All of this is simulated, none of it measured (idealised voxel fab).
Herein follows the process module entitled voxel quadruple lines.
The cross-section shown here is cut; it is 245 nm wide and divided into square cells measuring 5 nm on a side.
In what follows, cross-sections appear as grids of square cells, described through bands that run from the top down, where every band is one or more rows of cells.
This entry defines a band. It first specifies the height of the band's top and the height of its bottom in nm, and then specifies the band's materials from left to right, stating each material with its width in nm. The word "all across" identifies a single material that fills the band from edge to edge, while the word "blank" identifies empty space.
A quick word on heights: they are counted from 0, and under that level the wafer as it came to us is one material throughout. The lowest band is different from the rest in having no bottom; it simply continues downward, written as in "from 0 down".
The width entry "30 to 40" should be interpreted row by row: the top row of cells in the band takes the first number, the bottom row takes the second number, and the change between adjacent rows is uniform throughout.
The cross-section has no changed cell in any step marked "remained the same".
"Cavities, sealed" contains a list of empty spaces, each no smaller than 8 cells and without an open way to the top, written in the form width x height at distance with the distance from the left edge and all three in nm.
Heads up: the bit after the settings on a step's line is the simulator's remark on that step.
When a step includes a mask, the "overlay nm" setting on its line states how far to the right of its planned place that mask lay, and negative values state how far to the left.

**Process steps (planned)**
1,RECEIVE,material Si
2,CONFORMAL_DEP,material Al2O3,thk nm 5
3,DIRECTIONAL_DEP,material Ru,thk nm 10
4,DIRECTIONAL_DEP,material polySi,thk nm 15
5,DIRECTIONAL_DEP,material aC,thk nm 25
6,PATTERN,tone cover,mask id MANDREL,material resist,width nm 35,pitch nm 100,thk nm 30,overlay nm 0
7,DIRECTIONAL_ETCH,etch materials aC,depth nm 25
8,STRIP,etch materials resist
9,CONFORMAL_DEP,material SiO2,thk nm 15
10,DIRECTIONAL_ETCH,etch materials SiO2,depth nm 15
11,STRIP,etch materials aC
12,DIRECTIONAL_ETCH,etch materials polySi,depth nm 15
13,STRIP,etch materials SiO2
14,CONFORMAL_DEP,material SiN,thk nm 10
15,DIRECTIONAL_ETCH,etch materials SiN,depth nm 10
16,STRIP,etch materials polySi
17,DIRECTIONAL_ETCH,etch materials Ru,depth nm 10
18,STRIP,etch materials SiN
19,FILL_DEP,material SiO2,thk nm 5
20,CMP,height nm 15

**First of two wafers - as planned**

**Delivered wafer in cross-section: state after step 1**
    from 0 down: Si all across
    Cavities, sealed: none

**After step 2: wafer cross-section**
    from 5 to 0: Al2O3 all across
    Under the height 0 nothing was changed.

**After step 3: wafer cross-section**
    from 15 to 5: Ru all across
    Under the height 5 nothing was changed.

**After step 4: wafer cross-section**
    from 30 to 15: polySi all across
    Under the height 15 nothing was changed.

**After step 5: wafer cross-section**
    from 55 to 30: aC all across
    Under the height 30 nothing was changed.

**After step 6: wafer cross-section**
    from 85 to 55: blank 55 | resist 35 | blank 65 | resist 35 | blank 55
    Under the height 55 nothing was changed.

**After step 7: wafer cross-section**
    from 60 to 55: blank 55 | resist 35 | blank 65 | resist 35 | blank 55
    from 55 to 30: blank 55 | aC 35 | blank 65 | aC 35 | blank 55
    Under the height 30 nothing was changed.

**After step 8: wafer cross-section**
    from 55 to 30: blank 55 | aC 35 | blank 65 | aC 35 | blank 55
    Under the height 30 nothing was changed.

**After step 9: wafer cross-section**
    from 70 to 55: blank 40 | SiO2 65 | blank 35 | SiO2 65 | blank 40
    from 55 to 45: blank 40 | SiO2 15 | aC 35 | SiO2 15 | blank 35 | SiO2 15 | aC 35 | SiO2 15 | blank 40
    from 45 to 30: SiO2 55 | aC 35 | SiO2 65 | aC 35 | SiO2 55
    Under the height 30 nothing was changed.

**After step 10: wafer cross-section**
    from 55 to 30: blank 40 | SiO2 15 | aC 35 | SiO2 15 | blank 35 | SiO2 15 | aC 35 | SiO2 15 | blank 40
    Under the height 30 nothing was changed.

**After step 11: wafer cross-section**
    from 55 to 30: blank 40 | SiO2 15 | blank 35 | SiO2 15 | blank 35 | SiO2 15 | blank 35 | SiO2 15 | blank 40
    Under the height 30 nothing was changed.

**After step 12: wafer cross-section**
    from 55 to 30: blank 40 | SiO2 15 | blank 35 | SiO2 15 | blank 35 | SiO2 15 | blank 35 | SiO2 15 | blank 40
    from 30 to 15: blank 40 | polySi 15 | blank 35 | polySi 15 | blank 35 | polySi 15 | blank 35 | polySi 15 | blank 40
    Under the height 15 nothing was changed.

**After step 13: wafer cross-section**
    from 30 to 15: blank 40 | polySi 15 | blank 35 | polySi 15 | blank 35 | polySi 15 | blank 35 | polySi 15 | blank 40
    Under the height 15 nothing was changed.

**After step 14: wafer cross-section**
    from 40 to 30: blank 30 | SiN 35 | blank 15 | SiN 35 | blank 15 | SiN 35 | blank 15 | SiN 35 | blank 30
    from 30 to 25: blank 30 | SiN 10 | polySi 15 | SiN 10 | blank 15 | SiN 10 | polySi 15 | SiN 10 | blank 15 | SiN 10 | polySi 15 | SiN 10 | blank 15 | SiN 10 | polySi 15 | SiN 10 | blank 30
    from 25 to 15: SiN 40 | polySi 15 | SiN 35 | polySi 15 | SiN 35 | polySi 15 | SiN 35 | polySi 15 | SiN 40
    Under the height 15 nothing was changed.

**After step 15: wafer cross-section**
    from 30 to 15: blank 30 | SiN 10 | polySi 15 | SiN 10 | blank 15 | SiN 10 | polySi 15 | SiN 10 | blank 15 | SiN 10 | polySi 15 | SiN 10 | blank 15 | SiN 10 | polySi 15 | SiN 10 | blank 30
    Under the height 15 nothing was changed.

**After step 16: wafer cross-section**
    from 30 to 15: blank 30 | SiN 10 | blank 15 | SiN 10 | blank 15 | SiN 10 | blank 15 | SiN 10 | blank 15 | SiN 10 | blank 15 | SiN 10 | blank 15 | SiN 10 | blank 15 | SiN 10 | blank 30
    Under the height 15 nothing was changed.

**After step 17: wafer cross-section**
    from 30 to 15: blank 30 | SiN 10 | blank 15 | SiN 10 | blank 15 | SiN 10 | blank 15 | SiN 10 | blank 15 | SiN 10 | blank 15 | SiN 10 | blank 15 | SiN 10 | blank 15 | SiN 10 | blank 30
    from 15 to 5: blank 30 | Ru 10 | blank 15 | Ru 10 | blank 15 | Ru 10 | blank 15 | Ru 10 | blank 15 | Ru 10 | blank 15 | Ru 10 | blank 15 | Ru 10 | blank 15 | Ru 10 | blank 30
    Under the height 5 nothing was changed.

**After step 18: wafer cross-section**
    from 15 to 5: blank 30 | Ru 10 | blank 15 | Ru 10 | blank 15 | Ru 10 | blank 15 | Ru 10 | blank 15 | Ru 10 | blank 15 | Ru 10 | blank 15 | Ru 10 | blank 15 | Ru 10 | blank 30
    Under the height 5 nothing was changed.

**After step 19: wafer cross-section**
    from 20 to 15: SiO2 all across
    from 15 to 5: SiO2 30 | Ru 10 | SiO2 15 | Ru 10 | SiO2 15 | Ru 10 | SiO2 15 | Ru 10 | SiO2 15 | Ru 10 | SiO2 15 | Ru 10 | SiO2 15 | Ru 10 | SiO2 15 | Ru 10 | SiO2 30
    Under the height 5 nothing was changed.

**After step 20: wafer cross-section**
    from 15 to 5: SiO2 30 | Ru 10 | SiO2 15 | Ru 10 | SiO2 15 | Ru 10 | SiO2 15 | Ru 10 | SiO2 15 | Ru 10 | SiO2 15 | Ru 10 | SiO2 15 | Ru 10 | SiO2 15 | Ru 10 | SiO2 30
    Under the height 5 nothing was changed.

**What follows concerns the second wafer, which started out like the first and was meant to follow the very same plan; one mistake crept in when it was run, but everything up to and including step 7 is the same as for the first wafer**

**when step 8 should have ended**
    from 55 to 30: blank 55 | aC 35 | blank 65 | aC 35 | blank 55
    Under the height 30 nothing was changed.

**when step 9 should have ended**
    from 70 to 55: blank 40 | SiO2 65 | blank 35 | SiO2 65 | blank 40
    from 55 to 45: blank 40 | SiO2 15 | aC 35 | SiO2 15 | blank 35 | SiO2 15 | aC 35 | SiO2 15 | blank 40
    from 45 to 30: SiO2 55 | aC 35 | SiO2 65 | aC 35 | SiO2 55
    Under the height 30 nothing was changed.

**when step 10 should have ended**
    from 55 to 30: blank 40 | SiO2 15 | aC 35 | SiO2 15 | blank 35 | SiO2 15 | aC 35 | SiO2 15 | blank 40
    Under the height 30 nothing was changed.

**when step 11 should have ended**
    from 55 to 30: blank 40 | SiO2 15 | blank 35 | SiO2 15 | blank 35 | SiO2 15 | blank 35 | SiO2 15 | blank 40
    Under the height 30 nothing was changed.

**when step 12 should have ended**
    from 55 to 30: blank 40 | SiO2 15 | blank 35 | SiO2 15 | blank 35 | SiO2 15 | blank 35 | SiO2 15 | blank 40
    from 30 to 15: blank 40 | polySi 15 | blank 35 | polySi 15 | blank 35 | polySi 15 | blank 35 | polySi 15 | blank 40
    Under the height 15 nothing was changed.

**when step 13 should have ended**
    from 30 to 15: blank 40 | polySi 15 | blank 35 | polySi 15 | blank 35 | polySi 15 | blank 35 | polySi 15 | blank 40
    Under the height 15 nothing was changed.

**when step 14 should have ended**
    from 40 to 30: blank 30 | SiN 35 | blank 15 | SiN 35 | blank 15 | SiN 35 | blank 15 | SiN 35 | blank 30
    from 30 to 25: blank 30 | SiN 10 | polySi 15 | SiN 10 | blank 15 | SiN 10 | polySi 15 | SiN 10 | blank 15 | SiN 10 | polySi 15 | SiN 10 | blank 15 | SiN 10 | polySi 15 | SiN 10 | blank 30
    from 25 to 15: SiN 40 | polySi 15 | SiN 35 | polySi 15 | SiN 35 | polySi 15 | SiN 35 | polySi 15 | SiN 40
    Under the height 15 nothing was changed.

**when step 15 should have ended**
    from 30 to 15: blank 30 | SiN 10 | polySi 15 | SiN 10 | blank 15 | SiN 10 | polySi 15 | SiN 10 | blank 15 | SiN 10 | polySi 15 | SiN 10 | blank 15 | SiN 10 | polySi 15 | SiN 10 | blank 30
    Under the height 15 nothing was changed.

**when step 16 should have ended**
    from 30 to 15: blank 30 | SiN 10 | blank 15 | SiN 10 | blank 15 | SiN 10 | blank 15 | SiN 10 | blank 15 | SiN 10 | blank 15 | SiN 10 | blank 15 | SiN 10 | blank 15 | SiN 10 | blank 30
    Under the height 15 nothing was changed.

**when step 17 should have ended**
    from 30 to 15: blank 30 | SiN 10 | blank 15 | SiN 10 | blank 15 | SiN 10 | blank 15 | SiN 10 | blank 15 | SiN 10 | blank 15 | SiN 10 | blank 15 | SiN 10 | blank 15 | SiN 10 | blank 30
    from 15 to 5: blank 30 | Ru 10 | blank 15 | Ru 10 | blank 15 | Ru 10 | blank 15 | Ru 10 | blank 15 | Ru 10 | blank 15 | Ru 10 | blank 15 | Ru 10 | blank 15 | Ru 10 | blank 30
    Under the height 5 nothing was changed.

**when step 18 should have ended**
    from 15 to 5: blank 30 | Ru 10 | blank 15 | Ru 10 | blank 15 | Ru 10 | blank 15 | Ru 10 | blank 15 | Ru 10 | blank 15 | Ru 10 | blank 15 | Ru 10 | blank 15 | Ru 10 | blank 30
    Under the height 5 nothing was changed.

**when step 19 should have ended**
    from 20 to 15: SiO2 all across
    from 15 to 5: SiO2 30 | Ru 10 | SiO2 15 | Ru 10 | SiO2 15 | Ru 10 | SiO2 15 | Ru 10 | SiO2 15 | Ru 10 | SiO2 15 | Ru 10 | SiO2 15 | Ru 10 | SiO2 15 | Ru 10 | SiO2 30
    Under the height 5 nothing was changed.

**when step 20 should have ended**
    from 15 to 5: SiO2 30 | Ru 10 | SiO2 15 | Ru 10 | SiO2 15 | Ru 10 | SiO2 15 | Ru 10 | SiO2 15 | Ru 10 | SiO2 15 | Ru 10 | SiO2 15 | Ru 10 | SiO2 15 | Ru 10 | SiO2 30
    Under the height 5 nothing was changed.
The mistake made against the process plan was this: step 8 was run twice
Upon completion, the cross-sectional profiles of the two wafers are identical; consequently, the error exerts no influence on the quantities computed by this model.
